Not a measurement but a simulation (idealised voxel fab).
The document below concerns the process module designated voxel lift off.
The cross-section shown here is cut; it is 155 nm wide and divided into square cells measuring 5 nm on a side.
In what follows, cross-sections appear as grids of square cells, described through bands that run from the top down, where every band is one or more rows of cells.
Within each band entry, the heights of the top and of the bottom of the band appear first, in that order and in nm; the materials of the band then follow from left to right, each with its corresponding width in nm. The designation "edge to edge" on a single material indicates that it fills the band from edge to edge; the designation "blank" indicates empty space.
Ref level 0: as-received wafer is one material below here. Bottom band extends down with no lower bound ("z 0 and below").
Graded width ("30 to 40"): value in top row of band = first number; value in bottom row = second number; row-to-row change constant.
Where a step carries "nothing got changed", the cross-section came out of it unchanged, cell for cell.
"Enclosed internal cavities" - sealed voids, min. 8 cells, no opening to top; format: width x height at distance (distance from left edge; nm throughout).
Step line, after settings: the simulator's comment on this step.
"overlay nm" denotes, for a step that has a mask, the displacement of the mask to the right of its planned place, with negative values corresponding to the left.

### Steps planned for the process
1: RECEIVE, material Si
2: CONFORMAL_DEP, material Al2O3, thk nm 5
3: PATTERN, tone open, mask id LINES, material resist, width nm 15, pitch nm 30, thk nm 25, overlay nm 0
4: DIRECTIONAL_DEP, material Ru, thk nm 15
5: STRIP, etch materials resist
6: CONFORMAL_DEP, material SiO2, thk nm 5

### As-received wafer cross-section (after step 1)
- z 0 and below: Si edge to edge
- Enclosed internal cavities: none

### Looking at the first of two wafers in cross-section at end of module - ran to plan
- z 25 to 20: blank (20)  SiO2 (25)  blank (5)  SiO2 (25)  blank (5)  SiO2 (25)  blank (5)  SiO2 (25)  blank (20)
- z 20 to 10: blank (20)  SiO2 (5)  Ru (15)  SiO2 (5)  blank (5)  SiO2 (5)  Ru (15)  SiO2 (5)  blank (5)  SiO2 (5)  Ru (15)  SiO2 (5)  blank (5)  SiO2 (5)  Ru (15)  SiO2 (5)  blank (20)
- z 10 to 5: SiO2 (25)  Ru (15)  SiO2 (15)  Ru (15)  SiO2 (15)  Ru (15)  SiO2 (15)  Ru (15)  SiO2 (25)
- z 5 to 0: Al2O3 edge to edge
- z 0 and below: Si edge to edge
- Enclosed internal cavities: none

### Wafer two cross-section, module end. Start and plan unchanged from wafer one; one mistake made during the run
- z 25 to 20: blank (30)  SiO2 (25)  blank (5)  SiO2 (25)  blank (5)  SiO2 (25)  blank (5)  SiO2 (25)  blank (10)
- z 20 to 10: blank (30)  SiO2 (5)  Ru (15)  SiO2 (5)  blank (5)  SiO2 (5)  Ru (15)  SiO2 (5)  blank (5)  SiO2 (5)  Ru (15)  SiO2 (5)  blank (5)  SiO2 (5)  Ru (15)  SiO2 (5)  blank (10)
- z 10 to 5: SiO2 (35)  Ru (15)  SiO2 (15)  Ru (15)  SiO2 (15)  Ru (15)  SiO2 (15)  Ru (15)  SiO2 (15)
- z 5 to 0: Al2O3 edge to edge
- z 0 and below: Si edge to edge
- Enclosed internal cavities: none
Error vs. plan: step 3 did not use the planned setting and instead ran as PATTERN, tone open, mask id LINES, material resist, width nm 15, pitch nm 30, thk nm 25, overlay nm 10
Final wafers compared: equal cell tally per material, rearranged layout.
